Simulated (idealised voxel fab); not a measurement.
Process module heading - voxel self aligned contacts
It is cross-section cut that appears here, measuring 300 nm in width, its square cells being 5 nm in size.
If you're reading a cross-section in this doc, picture square cells in a grid; it comes to you as bands, top ones listed first down to the bottom, and a band can be one or more rows of cells. It is stipulated that each band's entry specify, in nanometres, the height of the top of the band and then that of its bottom, followed by the materials of the band in left-to-right sequence, each together with its width in nanometres. A single material marked by the word "edge to edge" is understood to fill the band from edge to edge; the word "air" is understood to denote empty space. Basically, 0 is our baseline, since under it the wafer straight out of the box is all one material. The bottom band has no lower end and keeps on going down, so it looks like "0 down". The two numbers in a width such as "30->40" mark its ends across the band: the first belongs to the top row of cells, the second to the bottom row, and from each row to the next the width moves by the same amount. Basically "remained unchanged" means that step didn't change any cell in the cross-section. Look at "Sealed cavities" for the closed voids: empty spaces with no open path to the top, sized 8 cells or up. Each is width x height at distance, distance from the left edge, all nm. That trailing text on a step's line, after the settings, is the simulator's own remark on the step. Each step line may optionally specify "overlay nm", which for a step with a mask gives the rightward distance between the mask's planned place and where it lay, a negative value indicating the leftward direction.
STEPS PLANNED FOR THE PROCESS
1: RECEIVE (material Si)
2: OXIDIZE (depth nm 5)
3: DIRECTIONAL_DEP (material polySi; thk nm 30)
4: DIRECTIONAL_DEP (material SiN; thk nm 20)
5: DIRECTIONAL_DEP (material aC; thk nm 10)
6: PATTERN (tone cover; mask id GATE; material resist; width nm 30; pitch nm 65; thk nm 30; overlay nm 0)
7: DIRECTIONAL_ETCH (etch materials aC; depth nm 10)
8: STRIP (etch materials resist)
9: DIRECTIONAL_ETCH (etch materials SiN; depth nm 20)
10: DIRECTIONAL_ETCH (etch materials polySi; depth nm 30)
11: STRIP (etch materials aC)
12: CONFORMAL_DEP (material SiN; thk nm 5)
13: DIRECTIONAL_ETCH (etch materials SiN; depth nm 5)
14: FILL_DEP (material SiO2; thk nm 10)
15: CMP (height nm 55)
16: MASKED_ETCH (tone open; mask id CONTACT; width nm 45; pitch nm 65; etch materials SiO2; depth nm 60; overlay nm 0)
17: CONFORMAL_DEP (material TiN; thk nm 5)
18: FILL_DEP (material Ru; thk nm 10)
19: CMP (height nm 55)
20: CONFORMAL_DEP (material SiN; thk nm 5)
THE FOLLOWING PERTAINS TO THE FIRST OF TWO WAFERS, WHICH WAS PROCESSED AS PLANNED
CROSS-SECTION OF THE WAFER UPON ARRIVAL, REPRESENTING THE STATE REACHED AFTER STEP 1
0 down = Si edge to edge
Sealed cavities: none
WAFER SECTION VIEW AFTER PROCESSING STEP 2
0 to -5 = SiO2 edge to edge
Anything lower than -5 is untouched.
WAFER SECTION VIEW AFTER PROCESSING STEP 3
30 to 0 = polySi edge to edge
Anything lower than 0 is untouched.
WAFER SECTION VIEW AFTER PROCESSING STEP 4
50 to 30 = SiN edge to edge
Anything lower than 30 is untouched.
WAFER SECTION VIEW AFTER PROCESSING STEP 5
60 to 50 = aC edge to edge
Anything lower than 50 is untouched.
WAFER SECTION VIEW AFTER PROCESSING STEP 6
90 to 60 = 70 air, then 30 resist, then 35 air, then 30 resist, then 35 air, then 30 resist, then 70 air
Anything lower than 60 is untouched.
WAFER SECTION VIEW AFTER PROCESSING STEP 7
80 to 60 = 70 air, then 30 resist, then 35 air, then 30 resist, then 35 air, then 30 resist, then 70 air
60 to 50 = 70 air, then 30 aC, then 35 air, then 30 aC, then 35 air, then 30 aC, then 70 air
Anything lower than 50 is untouched.
WAFER SECTION VIEW AFTER PROCESSING STEP 8
60 to 50 = 70 air, then 30 aC, then 35 air, then 30 aC, then 35 air, then 30 aC, then 70 air
Anything lower than 50 is untouched.
WAFER SECTION VIEW AFTER PROCESSING STEP 9
60 to 50 = 70 air, then 30 aC, then 35 air, then 30 aC, then 35 air, then 30 aC, then 70 air
50 to 30 = 70 air, then 30 SiN, then 35 air, then 30 SiN, then 35 air, then 30 SiN, then 70 air
Anything lower than 30 is untouched.
WAFER SECTION VIEW AFTER PROCESSING STEP 10
60 to 50 = 70 air, then 30 aC, then 35 air, then 30 aC, then 35 air, then 30 aC, then 70 air
50 to 30 = 70 air, then 30 SiN, then 35 air, then 30 SiN, then 35 air, then 30 SiN, then 70 air
30 to 0 = 70 air, then 30 polySi, then 35 air, then 30 polySi, then 35 air, then 30 polySi, then 70 air
Anything lower than 0 is untouched.
WAFER SECTION VIEW AFTER PROCESSING STEP 11
50 to 30 = 70 air, then 30 SiN, then 35 air, then 30 SiN, then 35 air, then 30 SiN, then 70 air
Anything lower than 30 is untouched.
WAFER SECTION VIEW AFTER PROCESSING STEP 12
55 to 30 = 65 air, then 40 SiN, then 25 air, then 40 SiN, then 25 air, then 40 SiN, then 65 air
30 to 5 = 65 air, then 5 SiN, then 30 polySi, then 5 SiN, then 25 air, then 5 SiN, then 30 polySi, then 5 SiN, then 25 air, then 5 SiN, then 30 polySi, then 5 SiN, then 65 air
5 to 0 = 70 SiN, then 30 polySi, then 35 SiN, then 30 polySi, then 35 SiN, then 30 polySi, then 70 SiN
Anything lower than 0 is untouched.
WAFER SECTION VIEW AFTER PROCESSING STEP 13
50 to 30 = 65 air, then 40 SiN, then 25 air, then 40 SiN, then 25 air, then 40 SiN, then 65 air
30 to 0 = 65 air, then 5 SiN, then 30 polySi, then 5 SiN, then 25 air, then 5 SiN, then 30 polySi, then 5 SiN, then 25 air, then 5 SiN, then 30 polySi, then 5 SiN, then 65 air
Anything lower than 0 is untouched.
WAFER SECTION VIEW AFTER PROCESSING STEP 14
60 to 50 = SiO2 edge to edge
50 to 30 = 65 SiO2, then 40 SiN, then 25 SiO2, then 40 SiN, then 25 SiO2, then 40 SiN, then 65 SiO2
30 to 0 = 65 SiO2, then 5 SiN, then 30 polySi, then 5 SiN, then 25 SiO2, then 5 SiN, then 30 polySi, then 5 SiN, then 25 SiO2, then 5 SiN, then 30 polySi, then 5 SiN, then 65 SiO2
Anything lower than 0 is untouched.
WAFER SECTION VIEW AFTER PROCESSING STEP 15
55 to 50 = SiO2 edge to edge
Anything lower than 50 is untouched.
WAFER SECTION VIEW AFTER PROCESSING STEP 16
55 to 50 = 95 SiO2, then 45 air, then 20 SiO2, then 45 air, then 95 SiO2
50 to 30 = 65 SiO2, then 40 SiN, then 25 air, then 40 SiN, then 25 air, then 40 SiN, then 65 SiO2
30 to 0 = 65 SiO2, then 5 SiN, then 30 polySi, then 5 SiN, then 25 air, then 5 SiN, then 30 polySi, then 5 SiN, then 25 air, then 5 SiN, then 30 polySi, then 5 SiN, then 65 SiO2
0 to -5 = 105 SiO2, then 25 air, then 40 SiO2, then 25 air, then 105 SiO2
Anything lower than -5 is untouched.
WAFER SECTION VIEW AFTER PROCESSING STEP 17
60 to 55 = 100 TiN, then 35 air, then 30 TiN, then 35 air, then 100 TiN
55 to 50 = 95 SiO2, then 15 TiN, then 15 air, then 15 TiN, then 20 SiO2, then 15 TiN, then 15 air, then 15 TiN, then 95 SiO2
50 to 30 = 65 SiO2, then 40 SiN, then 5 TiN, then 15 air, then 5 TiN, then 40 SiN, then 5 TiN, then 15 air, then 5 TiN, then 40 SiN, then 65 SiO2
30 to 0 = 65 SiO2, then 5 SiN, then 30 polySi, then 5 SiN, then 5 TiN, then 15 air, then 5 TiN, then 5 SiN, then 30 polySi, then 5 SiN, then 5 TiN, then 15 air, then 5 TiN, then 5 SiN, then 30 polySi, then 5 SiN, then 65 SiO2
0 to -5 = 105 SiO2, then 25 TiN, then 40 SiO2, then 25 TiN, then 105 SiO2
Anything lower than -5 is untouched.
WAFER SECTION VIEW AFTER PROCESSING STEP 18
70 to 60 = Ru edge to edge
60 to 55 = 100 TiN, then 35 Ru, then 30 TiN, then 35 Ru, then 100 TiN
55 to 50 = 95 SiO2, then 15 TiN, then 15 Ru, then 15 TiN, then 20 SiO2, then 15 TiN, then 15 Ru, then 15 TiN, then 95 SiO2
50 to 30 = 65 SiO2, then 40 SiN, then 5 TiN, then 15 Ru, then 5 TiN, then 40 SiN, then 5 TiN, then 15 Ru, then 5 TiN, then 40 SiN, then 65 SiO2
30 to 0 = 65 SiO2, then 5 SiN, then 30 polySi, then 5 SiN, then 5 TiN, then 15 Ru, then 5 TiN, then 5 SiN, then 30 polySi, then 5 SiN, then 5 TiN, then 15 Ru, then 5 TiN, then 5 SiN, then 30 polySi, then 5 SiN, then 65 SiO2
Anything lower than 0 is untouched.
WAFER SECTION VIEW AFTER PROCESSING STEP 19
55 to 50 = 95 SiO2, then 15 TiN, then 15 Ru, then 15 TiN, then 20 SiO2, then 15 TiN, then 15 Ru, then 15 TiN, then 95 SiO2
Anything lower than 50 is untouched.
WAFER SECTION VIEW AFTER PROCESSING STEP 20
60 to 55 = SiN edge to edge
Anything lower than 55 is untouched.
WAFER TWO. IDENTICAL START, IDENTICAL PLAN. ONE MISTAKE IN EXECUTION. IDENTICAL HISTORY THROUGH STEP 3
SECOND WAFER SHOWN IN CROSS-SECTION AT THE TIME STEP 4 WAS SLATED TO END
70 to 30 = SiN edge to edge
Anything lower than 30 is untouched.
SECOND WAFER SHOWN IN CROSS-SECTION AT THE TIME STEP 5 WAS SLATED TO END
80 to 70 = aC edge to edge
Anything lower than 70 is untouched.
SECOND WAFER SHOWN IN CROSS-SECTION AT THE TIME STEP 6 WAS SLATED TO END
110 to 80 = 70 air, then 30 resist, then 35 air, then 30 resist, then 35 air, then 30 resist, then 70 air
Anything lower than 80 is untouched.
SECOND WAFER SHOWN IN CROSS-SECTION AT THE TIME STEP 7 WAS SLATED TO END
100 to 80 = 70 air, then 30 resist, then 35 air, then 30 resist, then 35 air, then 30 resist, then 70 air
80 to 70 = 70 air, then 30 aC, then 35 air, then 30 aC, then 35 air, then 30 aC, then 70 air
Anything lower than 70 is untouched.
SECOND WAFER SHOWN IN CROSS-SECTION AT THE TIME STEP 8 WAS SLATED TO END
80 to 70 = 70 air, then 30 aC, then 35 air, then 30 aC, then 35 air, then 30 aC, then 70 air
Anything lower than 70 is untouched.
SECOND WAFER SHOWN IN CROSS-SECTION AT THE TIME STEP 9 WAS SLATED TO END
80 to 70 = 70 air, then 30 aC, then 35 air, then 30 aC, then 35 air, then 30 aC, then 70 air
70 to 50 = 70 air, then 30 SiN, then 35 air, then 30 SiN, then 35 air, then 30 SiN, then 70 air
Anything lower than 50 is untouched.
Second wafer shown in cross-section at the time step 10 was slated to end: remained unchanged
SECOND WAFER SHOWN IN CROSS-SECTION AT THE TIME STEP 11 WAS SLATED TO END
70 to 50 = 70 air, then 30 SiN, then 35 air, then 30 SiN, then 35 air, then 30 SiN, then 70 air
Anything lower than 50 is untouched.
SECOND WAFER SHOWN IN CROSS-SECTION AT THE TIME STEP 12 WAS SLATED TO END
75 to 55 = 65 air, then 40 SiN, then 25 air, then 40 SiN, then 25 air, then 40 SiN, then 65 air
55 to 30 = SiN edge to edge
Anything lower than 30 is untouched.
SECOND WAFER SHOWN IN CROSS-SECTION AT THE TIME STEP 13 WAS SLATED TO END
70 to 50 = 65 air, then 40 SiN, then 25 air, then 40 SiN, then 25 air, then 40 SiN, then 65 air
Anything lower than 50 is untouched.
SECOND WAFER SHOWN IN CROSS-SECTION AT THE TIME STEP 14 WAS SLATED TO END
80 to 70 = SiO2 edge to edge
70 to 50 = 65 SiO2, then 40 SiN, then 25 SiO2, then 40 SiN, then 25 SiO2, then 40 SiN, then 65 SiO2
Anything lower than 50 is untouched.
SECOND WAFER SHOWN IN CROSS-SECTION AT THE TIME STEP 15 WAS SLATED TO END
55 to 50 = 65 SiO2, then 40 SiN, then 25 SiO2, then 40 SiN, then 25 SiO2, then 40 SiN, then 65 SiO2
Anything lower than 50 is untouched.
SECOND WAFER SHOWN IN CROSS-SECTION AT THE TIME STEP 16 WAS SLATED TO END
55 to 50 = 65 SiO2, then 40 SiN, then 25 air, then 40 SiN, then 25 air, then 40 SiN, then 65 SiO2
Anything lower than 50 is untouched.
SECOND WAFER SHOWN IN CROSS-SECTION AT THE TIME STEP 17 WAS SLATED TO END
60 to 55 = 110 TiN, then 15 air, then 50 TiN, then 15 air, then 110 TiN
55 to 50 = 65 SiO2, then 40 SiN, then 25 TiN, then 40 SiN, then 25 TiN, then 40 SiN, then 65 SiO2
Anything lower than 50 is untouched.
SECOND WAFER SHOWN IN CROSS-SECTION AT THE TIME STEP 18 WAS SLATED TO END
70 to 60 = Ru edge to edge
60 to 55 = 110 TiN, then 15 Ru, then 50 TiN, then 15 Ru, then 110 TiN
Anything lower than 55 is untouched.
SECOND WAFER SHOWN IN CROSS-SECTION AT THE TIME STEP 19 WAS SLATED TO END
55 to 50 = 65 SiO2, then 40 SiN, then 25 TiN, then 40 SiN, then 25 TiN, then 40 SiN, then 65 SiO2
Anything lower than 50 is untouched.
SECOND WAFER SHOWN IN CROSS-SECTION AT THE TIME STEP 20 WAS SLATED TO END
60 to 55 = SiN edge to edge
Anything lower than 55 is untouched.
Diagnosis: the plan's step 4 ran twice
Final wafer comparison in cells, second versus first, more or fewer per material: Ru -66, SiN +132, SiO2 -266, TiN -52, polySi +252
